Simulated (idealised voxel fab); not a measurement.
The process module presented herein is designated voxel self aligned contacts.
Section shown: cut. Width: 260 nm. Cell size: 5 nm, square.
Throughout this document, each cross-section is represented as a grid of square cells and is presented as a sequence of bands enumerated from the top downward, where a band comprises one or more rows of cells.
For a band, the entry starts with two heights in nm, that of the top and then that of the bottom, and carries on with the band's materials in order from left to right, each alongside its width in nm; the word "throughout" beside a single material means it fills the band edge to edge, and "empty" means empty space.
It should be noted that heights are counted from 0, beneath which the wafer as supplied is of one material throughout, and that the lowest band possesses no lower boundary but continues downward, as written in "z 0 and below".
You'd read "30->40" like this: the band's top row of cells is as wide as the first number, its bottom row is as wide as the second, and going down, every row changes width by the same amount as the row before did.
Given "stayed the same" for a step, no cell of the cross-section differs between before and after that step.
You'll see "Fully sealed voids" listing empty spaces that have no way open to the top, as long as they're 8 cells or more; the notation is width x height at distance, where the distance is from the left edge, and all of it is in nm.
after a step's settings: what the simulator itself notes on the step
If you see "overlay nm" on a step's line and that step has a mask, it's telling you how far right of where it was planned the mask ended up; a negative number means it went left instead.
The remainder of this document consists of a sequence of paired cross-sections. Each pair presents the cross-section prior to one process step together with the cross-section following it, the latter being rendered only as deep as the lowest band that underwent change. The intervening step, together with its settings, is stated beneath each pair. Because the pairs may originate from different runs of this module on the same starting wafer, a given pair is to be read as continuing from the preceding pair only where its entry headed "Preceding state" so indicates.

Preceding state:
    z 0 and below  Si throughout
    Fully sealed voids: none

Post-Step Snapshot:
    z 0 to -5  SiO2 throughout
    Beneath the level -5, the cross-section is identical to its previous state.
    Fully sealed voids: none
Processing between the before and after sections above: OXIDIZE, depth nm 5

Preceding state: The prior state of this step coincides with the post-step cross-section of the pair just above.

Post-Step Snapshot:
    z 30 to 0  polySi throughout
    Beneath the level 0, the cross-section is identical to its previous state.
    Fully sealed voids: none
Processing between the before and after sections above: DIRECTIONAL_DEP, material polySi, thk nm 30

Preceding state: The prior state of this step coincides with the post-step cross-section of the pair just above.

Post-Step Snapshot:
    z 45 to 30  SiN throughout
    Beneath the level 30, the cross-section is identical to its previous state.
    Fully sealed voids: none
Processing between the before and after sections above: DIRECTIONAL_DEP, material SiN, thk nm 15

Preceding state: The prior state of this step coincides with the post-step cross-section of the pair just above.

Post-Step Snapshot:
    z 55 to 45  aC throughout
    Beneath the level 45, the cross-section is identical to its previous state.
    Fully sealed voids: none
Processing between the before and after sections above: DIRECTIONAL_DEP, material aC, thk nm 10

Preceding state: The prior state of this step coincides with the post-step cross-section of the pair just above.

Post-Step Snapshot:
    z 85 to 55  85 empty  30 resist  25 empty  30 resist  90 empty
    Beneath the level 55, the cross-section is identical to its previous state.
    Fully sealed voids: none
Processing between the before and after sections above: PATTERN, tone cover, mask id GATE, material resist, width nm 30, pitch nm 55, thk nm 30, overlay nm 0

Preceding state: The prior state of this step coincides with the post-step cross-section of the pair just above.

Post-Step Snapshot:
    z 75 to 55  85 empty  30 resist  25 empty  30 resist  90 empty
    z 55 to 45  85 empty  30 aC  25 empty  30 aC  90 empty
    Beneath the level 45, the cross-section is identical to its previous state.
    Fully sealed voids: none
Processing between the before and after sections above: DIRECTIONAL_ETCH, etch materials aC, depth nm 10

Preceding state: The prior state of this step coincides with the post-step cross-section of the pair just above.

Post-Step Snapshot:
    z 55 to 45  85 empty  30 aC  25 empty  30 aC  90 empty
    Beneath the level 45, the cross-section is identical to its previous state.
    Fully sealed voids: none
Processing between the before and after sections above: STRIP, etch materials resist

Preceding state: The prior state of this step coincides with the post-step cross-section of the pair just above.

Post-Step Snapshot:
    z 55 to 45  85 empty  30 aC  25 empty  30 aC  90 empty
    z 45 to 30  85 empty  30 SiN  25 empty  30 SiN  90 empty
    Beneath the level 30, the cross-section is identical to its previous state.
    Fully sealed voids: none
Processing between the before and after sections above: DIRECTIONAL_ETCH, etch materials SiN, depth nm 15

Preceding state: The prior state of this step coincides with the post-step cross-section of the pair just above.

Post-Step Snapshot:
    z 55 to 45  85 empty  30 aC  25 empty  30 aC  90 empty
    z 45 to 30  85 empty  30 SiN  25 empty  30 SiN  90 empty
    z 30 to 0  85 empty  30 polySi  25 empty  30 polySi  90 empty
    Beneath the level 0, the cross-section is identical to its previous state.
    Fully sealed voids: none
Processing between the before and after sections above: DIRECTIONAL_ETCH, etch materials polySi, depth nm 30

Preceding state: The prior state of this step coincides with the post-step cross-section of the pair just above.

Post-Step Snapshot:
    z 45 to 30  85 empty  30 SiN  25 empty  30 SiN  90 empty
    Beneath the level 30, the cross-section is identical to its previous state.
    Fully sealed voids: none
Processing between the before and after sections above: STRIP, etch materials aC

Preceding state: The prior state of this step coincides with the post-step cross-section of the pair just above.

Post-Step Snapshot:
    z 50 to 30  80 empty  40 SiN  15 empty  40 SiN  85 empty
    z 30 to 5  80 empty  5 SiN  30 polySi  5 SiN  15 empty  5 SiN  30 polySi  5 SiN  85 empty
    z 5 to 0  85 SiN  30 polySi  25 SiN  30 polySi  90 SiN
    Beneath the level 0, the cross-section is identical to its previous state.
    Fully sealed voids: none
Processing between the before and after sections above: CONFORMAL_DEP, material SiN, thk nm 5

Preceding state: The prior state of this step coincides with the post-step cross-section of the pair just above.

Post-Step Snapshot:
    z 45 to 30  80 empty  40 SiN  15 empty  40 SiN  85 empty
    z 30 to 0  80 empty  5 SiN  30 polySi  5 SiN  15 empty  5 SiN  30 polySi  5 SiN  85 empty
    Beneath the level 0, the cross-section is identical to its previous state.
    Fully sealed voids: none
Processing between the before and after sections above: DIRECTIONAL_ETCH, etch materials SiN, depth nm 5

Preceding state: The prior state of this step coincides with the post-step cross-section of the pair just above.

Post-Step Snapshot:
    z 60 to 45  SiO2 throughout
    z 45 to 30  80 SiO2  40 SiN  15 SiO2  40 SiN  85 SiO2
    z 30 to 0  80 SiO2  5 SiN  30 polySi  5 SiN  15 SiO2  5 SiN  30 polySi  5 SiN  85 SiO2
    Beneath the level 0, the cross-section is identical to its previous state.
    Fully sealed voids: none
Processing between the before and after sections above: FILL_DEP, material SiO2, thk nm 15

Preceding state: The prior state of this step coincides with the post-step cross-section of the pair just above.

Post-Step Snapshot:
    z 50 to 45  SiO2 throughout
    Beneath the level 45, the cross-section is identical to its previous state.
    Fully sealed voids: none
Processing between the before and after sections above: CMP, height nm 50

Preceding state: The prior state of this step coincides with the post-step cross-section of the pair just above.

Post-Step Snapshot:
    z 50 to 45  110 SiO2  35 empty  115 SiO2
    z 45 to 30  80 SiO2  40 SiN  15 empty  40 SiN  85 SiO2
    z 30 to 0  80 SiO2  5 SiN  30 polySi  5 SiN  15 empty  5 SiN  30 polySi  5 SiN  85 SiO2
    z 0 to -5  120 SiO2  15 empty  125 SiO2
    Beneath the level -5, the cross-section is identical to its previous state.
    Fully sealed voids: none
Processing between the before and after sections above: MASKED_ETCH, tone open, mask id CONTACT, width nm 35, etch materials SiO2, depth nm 55, overlay nm 0

Preceding state: The prior state of this step coincides with the post-step cross-section of the pair just above.

Post-Step Snapshot:
    z 55 to 50  115 TiN  25 empty  120 TiN
    z 50 to 45  110 SiO2  15 TiN  5 empty  15 TiN  115 SiO2
    z 45 to 30  80 SiO2  40 SiN  5 TiN  5 empty  5 TiN  40 SiN  85 SiO2
    z 30 to 0  80 SiO2  5 SiN  30 polySi  5 SiN  5 TiN  5 empty  5 TiN  5 SiN  30 polySi  5 SiN  85 SiO2
    z 0 to -5  120 SiO2  15 TiN  125 SiO2
    Beneath the level -5, the cross-section is identical to its previous state.
    Fully sealed voids: none
Processing between the before and after sections above: CONFORMAL_DEP, material TiN, thk nm 5

Preceding state: The prior state of this step coincides with the post-step cross-section of the pair just above.

Post-Step Snapshot:
    z 60 to 55  Ru throughout
    z 55 to 50  115 TiN  25 Ru  120 TiN
    z 50 to 45  110 SiO2  15 TiN  5 Ru  15 TiN  115 SiO2
    z 45 to 30  80 SiO2  40 SiN  5 TiN  5 Ru  5 TiN  40 SiN  85 SiO2
    z 30 to 0  80 SiO2  5 SiN  30 polySi  5 SiN  5 TiN  5 Ru  5 TiN  5 SiN  30 polySi  5 SiN  85 SiO2
    Beneath the level 0, the cross-section is identical to its previous state.
    Fully sealed voids: none
Processing between the before and after sections above: FILL_DEP, material Ru, thk nm 5

Preceding state: The prior state of this step coincides with the post-step cross-section of the pair just above.

Post-Step Snapshot:
    z 50 to 45  110 SiO2  15 TiN  5 Ru  15 TiN  115 SiO2
    Beneath the level 45, the cross-section is identical to its previous state.
    Fully sealed voids: none
Processing between the before and after sections above: CMP, height nm 50

Preceding state: The prior state of this step coincides with the post-step cross-section of the pair just above.

Post-Step Snapshot:
    z 55 to 50  SiN throughout
    Beneath the level 50, the cross-section is identical to its previous state.
    Fully sealed voids: none
Processing between the before and after sections above: CONFORMAL_DEP, material SiN, thk nm 5

Preceding state:
    z 45 to 30  85 empty  30 SiN  25 empty  30 SiN  90 empty
    z 30 to 0  85 empty  30 polySi  25 empty  30 polySi  90 empty
    z 0 to -5  SiO2 throughout
    z -5 and below  Si throughout
    Fully sealed voids: none

Post-Step Snapshot:
    z 40 to 30  85 empty  30 SiN  25 empty  30 SiN  90 empty
    Beneath the level 30, the cross-section is identical to its previous state.
    Fully sealed voids: none
Processing between the before and after sections above: DIRECTIONAL_ETCH, etch materials SiN, depth nm 5

Preceding state: The prior state of this step coincides with the post-step cross-section of the pair just above.

Post-Step Snapshot:
    z 55 to 40  SiO2 throughout
    z 40 to 30  85 SiO2  30 SiN  25 SiO2  30 SiN  90 SiO2
    z 30 to 0  85 SiO2  30 polySi  25 SiO2  30 polySi  90 SiO2
    Beneath the level 0, the cross-section is identical to its previous state.
    Fully sealed voids: none
Processing between the before and after sections above: FILL_DEP, material SiO2, thk nm 15

Preceding state: The prior state of this step coincides with the post-step cross-section of the pair just above.

Post-Step Snapshot:
    z 50 to 40  SiO2 throughout
    Beneath the level 40, the cross-section is identical to its previous state.
    Fully sealed voids: none
Processing between the before and after sections above: CMP, height nm 50

Preceding state: The prior state of this step coincides with the post-step cross-section of the pair just above.

Post-Step Snapshot:
    z 50 to 40  110 SiO2  35 empty  115 SiO2
    z 40 to 30  85 SiO2  30 SiN  25 empty  30 SiN  90 SiO2
    z 30 to 0  85 SiO2  30 polySi  25 empty  30 polySi  90 SiO2
    z 0 to -5  115 SiO2  25 empty  120 SiO2
    Beneath the level -5, the cross-section is identical to its previous state.
    Fully sealed voids: none
Processing between the before and after sections above: MASKED_ETCH, tone open, mask id CONTACT, width nm 35, etch materials SiO2, depth nm 55, overlay nm 0

Preceding state: The prior state of this step coincides with the post-step cross-section of the pair just above.

Post-Step Snapshot:
    z 55 to 50  115 TiN  25 empty  120 TiN
    z 50 to 40  110 SiO2  5->10 TiN  25->15 empty  5->10 TiN  115 SiO2
    z 40 to 30  85 SiO2  30 SiN  5 TiN  15 empty  5 TiN  30 SiN  90 SiO2
    z 30 to 0  85 SiO2  30 polySi  5 TiN  15 empty  5 TiN  30 polySi  90 SiO2
    z 0 to -5  115 SiO2  25 TiN  120 SiO2
    Beneath the level -5, the cross-section is identical to its previous state.
    Fully sealed voids: none
Processing between the before and after sections above: CONFORMAL_DEP, material TiN, thk nm 5

Preceding state: The prior state of this step coincides with the post-step cross-section of the pair just above.

Post-Step Snapshot:
    z 60 to 55  Ru throughout
    z 55 to 50  115 TiN  25 Ru  120 TiN
    z 50 to 40  110 SiO2  5->10 TiN  25->15 Ru  5->10 TiN  115 SiO2
    z 40 to 30  85 SiO2  30 SiN  5 TiN  15 Ru  5 TiN  30 SiN  90 SiO2
    z 30 to 0  85 SiO2  30 polySi  5 TiN  15 Ru  5 TiN  30 polySi  90 SiO2
    Beneath the level 0, the cross-section is identical to its previous state.
    Fully sealed voids: none
Processing between the before and after sections above: FILL_DEP, material Ru, thk nm 5

Preceding state: The prior state of this step coincides with the post-step cross-section of the pair just above.

Post-Step Snapshot:
    z 50 to 40  110 SiO2  5->10 TiN  25->15 Ru  5->10 TiN  115 SiO2
    Beneath the level 40, the cross-section is identical to its previous state.
    Fully sealed voids: none
Processing between the before and after sections above: CMP, height nm 50

Preceding state: The prior state of this step coincides with the post-step cross-section of the pair just above.

Post-Step Snapshot:
    z 55 to 50  SiN throughout
    Beneath the level 50, the cross-section is identical to its previous state.
    Fully sealed voids: none
Processing between the before and after sections above: CONFORMAL_DEP, material SiN, thk nm 5

Preceding state:
    z 45 to 30  SiN throughout
    z 30 to 0  polySi throughout
    z 0 to -5  SiO2 throughout
    z -5 and below  Si throughout
    Fully sealed voids: none

Post-Step Snapshot:
    z 60 to 30  SiN throughout
    Beneath the level 30, the cross-section is identical to its previous state.
    Fully sealed voids: none
Processing between the before and after sections above: DIRECTIONAL_DEP, material SiN, thk nm 15

Preceding state: The prior state of this step coincides with the post-step cross-section of the pair just above.

Post-Step Snapshot:
    z 70 to 60  aC throughout
    Beneath the level 60, the cross-section is identical to its previous state.
    Fully sealed voids: none
Processing between the before and after sections above: DIRECTIONAL_DEP, material aC, thk nm 10

Preceding state: The prior state of this step coincides with the post-step cross-section of the pair just above.

Post-Step Snapshot:
    z 100 to 70  85 empty  30 resist  25 empty  30 resist  90 empty
    Beneath the level 70, the cross-section is identical to its previous state.
    Fully sealed voids: none
Processing between the before and after sections above: PATTERN, tone cover, mask id GATE, material resist, width nm 30, pitch nm 55, thk nm 30, overlay nm 0

Preceding state: The prior state of this step coincides with the post-step cross-section of the pair just above.

Post-Step Snapshot:
    z 90 to 70  85 empty  30 resist  25 empty  30 resist  90 empty
    z 70 to 60  85 empty  30 aC  25 empty  30 aC  90 empty
    Beneath the level 60, the cross-section is identical to its previous state.
    Fully sealed voids: none
Processing between the before and after sections above: DIRECTIONAL_ETCH, etch materials aC, depth nm 10

Preceding state: The prior state of this step coincides with the post-step cross-section of the pair just above.

Post-Step Snapshot:
    z 70 to 60  85 empty  30 aC  25 empty  30 aC  90 empty
    Beneath the level 60, the cross-section is identical to its previous state.
    Fully sealed voids: none
Processing between the before and after sections above: STRIP, etch materials resist

Preceding state: The prior state of this step coincides with the post-step cross-section of the pair just above.

Post-Step Snapshot:
    z 70 to 60  85 empty  30 aC  25 empty  30 aC  90 empty
    z 60 to 45  85 empty  30 SiN  25 empty  30 SiN  90 empty
    Beneath the level 45, the cross-section is identical to its previous state.
    Fully sealed voids: none
Processing between the before and after sections above: DIRECTIONAL_ETCH, etch materials SiN, depth nm 15

Preceding state: The prior state of this step coincides with the post-step cross-section of the pair just above.

Post-Step Snapshot:
    z 60 to 45  85 empty  30 SiN  25 empty  30 SiN  90 empty
    Beneath the level 45, the cross-section is identical to its previous state.
    Fully sealed voids: none
Processing between the before and after sections above: STRIP, etch materials aC

Preceding state: The prior state of this step coincides with the post-step cross-section of the pair just above.

Post-Step Snapshot:
    z 65 to 50  80 empty  40 SiN  15 empty  40 SiN  85 empty
    z 50 to 30  SiN throughout
    Beneath the level 30, the cross-section is identical to its previous state.
    Fully sealed voids: none
Processing between the before and after sections above: CONFORMAL_DEP, material SiN, thk nm 5

Preceding state: The prior state of this step coincides with the post-step cross-section of the pair just above.

Post-Step Snapshot:
    z 60 to 45  80 empty  40 SiN  15 empty  40 SiN  85 empty
    Beneath the level 45, the cross-section is identical to its previous state.
    Fully sealed voids: none
Processing between the before and after sections above: DIRECTIONAL_ETCH, etch materials SiN, depth nm 5

Preceding state: The prior state of this step coincides with the post-step cross-section of the pair just above.

Post-Step Snapshot:
    z 75 to 60  SiO2 throughout
    z 60 to 45  80 SiO2  40 SiN  15 SiO2  40 SiN  85 SiO2
    Beneath the level 45, the cross-section is identical to its previous state.
    Fully sealed voids: none
Processing between the before and after sections above: FILL_DEP, material SiO2, thk nm 15

Preceding state: The prior state of this step coincides with the post-step cross-section of the pair just above.

Post-Step Snapshot:
    z 50 to 45  80 SiO2  40 SiN  15 SiO2  40 SiN  85 SiO2
    Beneath the level 45, the cross-section is identical to its previous state.
    Fully sealed voids: none
Processing between the before and after sections above: CMP, height nm 50

Preceding state: The prior state of this step coincides with the post-step cross-section of the pair just above.

Post-Step Snapshot:
    z 50 to 45  80 SiO2  40 SiN  15 empty  40 SiN  85 SiO2
    Beneath the level 45, the cross-section is identical to its previous state.
    Fully sealed voids: none
Processing between the before and after sections above: MASKED_ETCH, tone open, mask id CONTACT, width nm 35, etch materials SiO2, depth nm 55, overlay nm 0

Preceding state: The prior state of this step coincides with the post-step cross-section of the pair just above.

Post-Step Snapshot:
    z 55 to 50  125 TiN  5 empty  130 TiN
    z 50 to 45  80 SiO2  40 SiN  15 TiN  40 SiN  85 SiO2
    Beneath the level 45, the cross-section is identical to its previous state.
    Fully sealed voids: none
Processing between the before and after sections above: CONFORMAL_DEP, material TiN, thk nm 5

Preceding state: The prior state of this step coincides with the post-step cross-section of the pair just above.

Post-Step Snapshot:
    z 60 to 55  Ru throughout
    z 55 to 50  125 TiN  5 Ru  130 TiN
    Beneath the level 50, the cross-section is identical to its previous state.
    Fully sealed voids: none
Processing between the before and after sections above: FILL_DEP, material Ru, thk nm 5

Preceding state: The prior state of this step coincides with the post-step cross-section of the pair just above.

Post-Step Snapshot:
    z 50 to 45  80 SiO2  40 SiN  15 TiN  40 SiN  85 SiO2
    Beneath the level 45, the cross-section is identical to its previous state.
    Fully sealed voids: none
Processing between the before and after sections above: CMP, height nm 50

Preceding state: The prior state of this step coincides with the post-step cross-section of the pair just above.

Post-Step Snapshot:
    z 55 to 50  SiN throughout
    Beneath the level 50, the cross-section is identical to its previous state.
    Fully sealed voids: none
Processing between the before and after sections above: CONFORMAL_DEP, material SiN, thk nm 5

Preceding state:
    z 40 to 30  85 empty  30 SiN  25 empty  30 SiN  90 empty
    z 30 to 0  85 empty  30 polySi  25 empty  30 polySi  90 empty
    z 0 to -5  SiO2 throughout
    z -5 and below  Si throughout
    Fully sealed voids: none

Post-Step Snapshot:
    z 45 to 30  80 empty  40 SiN  15 empty  40 SiN  85 empty
    z 30 to 5  80 empty  5 SiN  30 polySi  5 SiN  15 empty  5 SiN  30 polySi  5 SiN  85 empty
    z 5 to 0  85 SiN  30 polySi  25 SiN  30 polySi  90 SiN
    Beneath the level 0, the cross-section is identical to its previous state.
    Fully sealed voids: none
Processing between the before and after sections above: CONFORMAL_DEP, material SiN, thk nm 5

Preceding state: The prior state of this step coincides with the post-step cross-section of the pair just above.

Post-Step Snapshot:
    z 60 to 45  SiO2 throughout
    z 45 to 30  80 SiO2  40 SiN  15 SiO2  40 SiN  85 SiO2
    z 30 to 5  80 SiO2  5 SiN  30 polySi  5 SiN  15 SiO2  5 SiN  30 polySi  5 SiN  85 SiO2
    Beneath the level 5, the cross-section is identical to its previous state.
    Fully sealed voids: none
Processing between the before and after sections above: FILL_DEP, material SiO2, thk nm 15

Preceding state: The prior state of this step coincides with the post-step cross-section of the pair just above.

Post-Step Snapshot:
    z 50 to 45  SiO2 throughout
    Beneath the level 45, the cross-section is identical to its previous state.
    Fully sealed voids: none
Processing between the before and after sections above: CMP, height nm 50

Preceding state: The prior state of this step coincides with the post-step cross-section of the pair just above.

Post-Step Snapshot:
    z 50 to 45  110 SiO2  35 empty  115 SiO2
    z 45 to 30  80 SiO2  40 SiN  15 empty  40 SiN  85 SiO2
    z 30 to 5  80 SiO2  5 SiN  30 polySi  5 SiN  15 empty  5 SiN  30 polySi  5 SiN  85 SiO2
    Beneath the level 5, the cross-section is identical to its previous state.
    Fully sealed voids: none
Processing between the before and after sections above: MASKED_ETCH, tone open, mask id CONTACT, width nm 35, etch materials SiO2, depth nm 55, overlay nm 0

Preceding state: The prior state of this step coincides with the post-step cross-section of the pair just above.

Post-Step Snapshot:
    z 55 to 50  115 TiN  25 empty  120 TiN
    z 50 to 45  110 SiO2  15 TiN  5 empty  15 TiN  115 SiO2
    z 45 to 30  80 SiO2  40 SiN  5 TiN  5 empty  5 TiN  40 SiN  85 SiO2
    z 30 to 10  80 SiO2  5 SiN  30 polySi  5 SiN  5 TiN  5 empty  5 TiN  5 SiN  30 polySi  5 SiN  85 SiO2
    z 10 to 5  80 SiO2  5 SiN  30 polySi  5 SiN  15 TiN  5 SiN  30 polySi  5 SiN  85 SiO2
    Beneath the level 5, the cross-section is identical to its previous state.
    Fully sealed voids: none
Processing between the before and after sections above: CONFORMAL_DEP, material TiN, thk nm 5

Preceding state: The prior state of this step coincides with the post-step cross-section of the pair just above.

Post-Step Snapshot:
    z 60 to 55  Ru throughout
    z 55 to 50  115 TiN  25 Ru  120 TiN
    z 50 to 45  110 SiO2  15 TiN  5 Ru  15 TiN  115 SiO2
    z 45 to 30  80 SiO2  40 SiN  5 TiN  5 Ru  5 TiN  40 SiN  85 SiO2
    z 30 to 10  80 SiO2  5 SiN  30 polySi  5 SiN  5 TiN  5 Ru  5 TiN  5 SiN  30 polySi  5 SiN  85 SiO2
    Beneath the level 10, the cross-section is identical to its previous state.
    Fully sealed voids: none
Processing between the before and after sections above: FILL_DEP, material Ru, thk nm 5

Preceding state: The prior state of this step coincides with the post-step cross-section of the pair just above.

Post-Step Snapshot:
    z 50 to 45  110 SiO2  15 TiN  5 Ru  15 TiN  115 SiO2
    Beneath the level 45, the cross-section is identical to its previous state.
    Fully sealed voids: none
Processing between the before and after sections above: CMP, height nm 50

Preceding state: The prior state of this step coincides with the post-step cross-section of the pair just above.

Post-Step Snapshot:
    z 55 to 50  SiN throughout
    Beneath the level 50, the cross-section is identical to its previous state.
    Fully sealed voids: none
Processing between the before and after sections above: CONFORMAL_DEP, material SiN, thk nm 5

Preceding state:
    z 60 to 45  SiO2 throughout
    z 45 to 30  80 SiO2  40 SiN  15 SiO2  40 SiN  85 SiO2
    z 30 to 0  80 SiO2  5 SiN  30 polySi  5 SiN  15 SiO2  5 SiN  30 polySi  5 SiN  85 SiO2
    z 0 to -5  SiO2 throughout
    z -5 and below  Si throughout
    Fully sealed voids: none

Post-Step Snapshot:
    z 40 to 30  80 SiO2  40 SiN  15 SiO2  40 SiN  85 SiO2
    Beneath the level 30, the cross-section is identical to its previous state.
    Fully sealed voids: none
Processing between the before and after sections above: CMP, height nm 40

Preceding state: The prior state of this step coincides with the post-step cross-section of the pair just above.

Post-Step Snapshot:
    z 40 to 30  80 SiO2  40 SiN  15 empty  40 SiN  85 SiO2
    z 30 to 0  80 SiO2  5 SiN  30 polySi  5 SiN  15 empty  5 SiN  30 polySi  5 SiN  85 SiO2
    z 0 to -5  120 SiO2  15 empty  125 SiO2
    Beneath the level -5, the cross-section is identical to its previous state.
    Fully sealed voids: none
Processing between the before and after sections above: MASKED_ETCH, tone open, mask id CONTACT, width nm 35, etch materials SiO2, depth nm 55, overlay nm 0

Preceding state: The prior state of this step coincides with the post-step cross-section of the pair just above.

Post-Step Snapshot:
    z 45 to 40  125 TiN  5 empty  130 TiN
    z 40 to 30  80 SiO2  40 SiN  5 TiN  5 empty  5 TiN  40 SiN  85 SiO2
    z 30 to 0  80 SiO2  5 SiN  30 polySi  5 SiN  5 TiN  5 empty  5 TiN  5 SiN  30 polySi  5 SiN  85 SiO2
    z 0 to -5  120 SiO2  15 TiN  125 SiO2
    Beneath the level -5, the cross-section is identical to its previous state.
    Fully sealed voids: none
Processing between the before and after sections above: CONFORMAL_DEP, material TiN, thk nm 5

Preceding state: The prior state of this step coincides with the post-step cross-section of the pair just above.

Post-Step Snapshot:
    z 50 to 45  Ru throughout
    z 45 to 40  125 TiN  5 Ru  130 TiN
    z 40 to 30  80 SiO2  40 SiN  5 TiN  5 Ru  5 TiN  40 SiN  85 SiO2
    z 30 to 0  80 SiO2  5 SiN  30 polySi  5 SiN  5 TiN  5 Ru  5 TiN  5 SiN  30 polySi  5 SiN  85 SiO2
    Beneath the level 0, the cross-section is identical to its previous state.
    Fully sealed voids: none
Processing between the before and after sections above: FILL_DEP, material Ru, thk nm 5

Preceding state: The prior state of this step coincides with the post-step cross-section of the pair just above.

Post-Step Snapshot:
    z 55 to 50  SiN throughout
    Beneath the level 50, the cross-section is identical to its previous state.
    Fully sealed voids: none
Processing between the before and after sections above: CONFORMAL_DEP, material SiN, thk nm 5

Preceding state:
    z 50 to 45  SiO2 throughout
    z 45 to 30  80 SiO2  40 SiN  15 SiO2  40 SiN  85 SiO2
    z 30 to 0  80 SiO2  5 SiN  30 polySi  5 SiN  15 SiO2  5 SiN  30 polySi  5 SiN  85 SiO2
    z 0 to -5  SiO2 throughout
    z -5 and below  Si throughout
    Fully sealed voids: none

Post-Step Snapshot:
    z 50 to 45  110 SiO2  40 empty  110 SiO2
    z 45 to 30  80 SiO2  40 SiN  15 empty  40 SiN  85 SiO2
    z 30 to 0  80 SiO2  5 SiN  30 polySi  5 SiN  15 empty  5 SiN  30 polySi  5 SiN  85 SiO2
    z 0 to -5  120 SiO2  15 empty  125 SiO2
    Beneath the level -5, the cross-section is identical to its previous state.
    Fully sealed voids: none
Processing between the before and after sections above: MASKED_ETCH, tone open, mask id CONTACT, width nm 40, etch materials SiO2, depth nm 55, overlay nm 0

Preceding state: The prior state of this step coincides with the post-step cross-section of the pair just above.

Post-Step Snapshot:
    z 55 to 50  115 TiN  30 empty  115 TiN
    z 50 to 45  110 SiO2  15 TiN  5 empty  20 TiN  110 SiO2
    z 45 to 30  80 SiO2  40 SiN  5 TiN  5 empty  5 TiN  40 SiN  85 SiO2
    z 30 to 0  80 SiO2  5 SiN  30 polySi  5 SiN  5 TiN  5 empty  5 TiN  5 SiN  30 polySi  5 SiN  85 SiO2
    z 0 to -5  120 SiO2  15 TiN  125 SiO2
    Beneath the level -5, the cross-section is identical to its previous state.
    Fully sealed voids: none
Processing between the before and after sections above: CONFORMAL_DEP, material TiN, thk nm 5

Preceding state: The prior state of this step coincides with the post-step cross-section of the pair just above.

Post-Step Snapshot:
    z 60 to 55  Ru throughout
    z 55 to 50  115 TiN  30 Ru  115 TiN
    z 50 to 45  110 SiO2  15 TiN  5 Ru  20 TiN  110 SiO2
    z 45 to 30  80 SiO2  40 SiN  5 TiN  5 Ru  5 TiN  40 SiN  85 SiO2
    z 30 to 0  80 SiO2  5 SiN  30 polySi  5 SiN  5 TiN  5 Ru  5 TiN  5 SiN  30 polySi  5 SiN  85 SiO2
    Beneath the level 0, the cross-section is identical to its previous state.
    Fully sealed voids: none
Processing between the before and after sections above: FILL_DEP, material Ru, thk nm 5

Preceding state: The prior state of this step coincides with the post-step cross-section of the pair just above.

Post-Step Snapshot:
    z 50 to 45  110 SiO2  15 TiN  5 Ru  20 TiN  110 SiO2
    Beneath the level 45, the cross-section is identical to its previous state.
    Fully sealed voids: none
Processing between the before and after sections above: CMP, height nm 50

Preceding state: The prior state of this step coincides with the post-step cross-section of the pair just above.

Post-Step Snapshot:
    z 55 to 50  SiN throughout
    Beneath the level 50, the cross-section is identical to its previous state.
    Fully sealed voids: none
Processing between the before and after sections above: CONFORMAL_DEP, material SiN, thk nm 5

Preceding state:
    z 50 to 45  SiO2 throughout
    z 45 to 30  80 SiO2  40 SiN  15 SiO2  40 SiN  85 SiO2
    z 30 to 0  80 SiO2  5 SiN  30 polySi  5 SiN  15 SiO2  5 SiN  30 polySi  5 SiN  85 SiO2
    z 0 to -5  SiO2 throughout
    z -5 and below  Si throughout
    Fully sealed voids: none

Post-Step Snapshot:
    z 50 to 45  105 SiO2  35 empty  120 SiO2
    z 45 to 30  80 SiO2  40 SiN  15 empty  40 SiN  85 SiO2
    z 30 to 0  80 SiO2  5 SiN  30 polySi  5 SiN  15 empty  5 SiN  30 polySi  5 SiN  85 SiO2
    z 0 to -5  120 SiO2  15 empty  125 SiO2
    Beneath the level -5, the cross-section is identical to its previous state.
    Fully sealed voids: none
Processing between the before and after sections above: MASKED_ETCH, tone open, mask id CONTACT, width nm 35, etch materials SiO2, depth nm 55, overlay nm -5

Preceding state: The prior state of this step coincides with the post-step cross-section of the pair just above.

Post-Step Snapshot:
    z 55 to 50  110 TiN  25 empty  125 TiN
    z 50 to 45  105 SiO2  20 TiN  5 empty  10 TiN  120 SiO2
    z 45 to 30  80 SiO2  40 SiN  5 TiN  5 empty  5 TiN  40 SiN  85 SiO2
    z 30 to 0  80 SiO2  5 SiN  30 polySi  5 SiN  5 TiN  5 empty  5 TiN  5 SiN  30 polySi  5 SiN  85 SiO2
    z 0 to -5  120 SiO2  15 TiN  125 SiO2
    Beneath the level -5, the cross-section is identical to its previous state.
    Fully sealed voids: none
Processing between the before and after sections above: CONFORMAL_DEP, material TiN, thk nm 5

Preceding state: The prior state of this step coincides with the post-step cross-section of the pair just above.

Post-Step Snapshot:
    z 60 to 55  Ru throughout
    z 55 to 50  110 TiN  25 Ru  125 TiN
    z 50 to 45  105 SiO2  20 TiN  5 Ru  10 TiN  120 SiO2
    z 45 to 30  80 SiO2  40 SiN  5 TiN  5 Ru  5 TiN  40 SiN  85 SiO2
    z 30 to 0  80 SiO2  5 SiN  30 polySi  5 SiN  5 TiN  5 Ru  5 TiN  5 SiN  30 polySi  5 SiN  85 SiO2
    Beneath the level 0, the cross-section is identical to its previous state.
    Fully sealed voids: none
Processing between the before and after sections above: FILL_DEP, material Ru, thk nm 5

Preceding state: The prior state of this step coincides with the post-step cross-section of the pair just above.

Post-Step Snapshot:
    z 50 to 45  105 SiO2  20 TiN  5 Ru  10 TiN  120 SiO2
    Beneath the level 45, the cross-section is identical to its previous state.
    Fully sealed voids: none
Processing between the before and after sections above: CMP, height nm 50

Preceding state: The prior state of this step coincides with the post-step cross-section of the pair just above.

Post-Step Snapshot:
    z 55 to 50  SiN throughout
    Beneath the level 50, the cross-section is identical to its previous state.
    Fully sealed voids: none
Processing between the before and after sections above: CONFORMAL_DEP, material SiN, thk nm 5
